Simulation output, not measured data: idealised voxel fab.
voxel local oxidation: a process module
Section cut is 210 nm wide and gridded with 5 nm square cells.
Cross-section layout: square cells on a grid; listed as bands, top to bottom; a band spans one or more cell rows. The band entry comprises the height of the band's top followed by the height of its bottom, expressed in nm, and subsequently the band's materials from left to right, each stated together with its width in nm. Where a single material is marked with the word "everywhere", that material fills the band from edge to edge. The word "empty" represents empty space. Beneath 0, the wafer as received is one material, and that level is where height counting begins. The lowest band goes on downward without a bottom; it is written like "0 and below". Read "30..40" as a graded width: first number on top, second number at the bottom, same change between each pair of neighbouring rows. Any step labelled "nothing was modified" changed none of the cells in the cross-section. Empty spaces counting at least 8 cells and having no open way to the top are listed in "Enclosed cavity list". The notation width x height at distance is used for each, the distance being from the left edge and all three values in nm. On each step's line, the part that comes after the settings is the simulator's own comment on the step. overlay nm: right-of-plan distance of the mask on a masked step; negative values mean left-of-plan.
Steps planned for the process
1) op RECEIVE | material Si
2) op OXIDIZE | depth nm 5
3) op CONFORMAL_DEP | material SiN | thk nm 15
4) op MASKED_ETCH | tone cover | mask id ACTIVE | width nm 95 | etch materials SiN | depth nm 15 | overlay nm 0
5) op SELECTIVE_ETCH | etch materials SiO2 | depth nm 5
6) op OXIDIZE | depth nm 15
7) op STRIP | etch materials SiN
As received (post step 1): cross-section
* 0 and below  Si everywhere
* Enclosed cavity list: none
The plan above was carried out on the starting structure above with one mistake, and this cross-section shows the wafer at the end of the module
* 0 down to -5  60 empty; 85 SiO2; 65 empty
* -5 down to -15  SiO2 everywhere
* -15 and below  Si everywhere
* Enclosed cavity list: none
Short version of what went wrong: planned and actual differ for step 2; actual: op OXIDIZE | depth nm 15
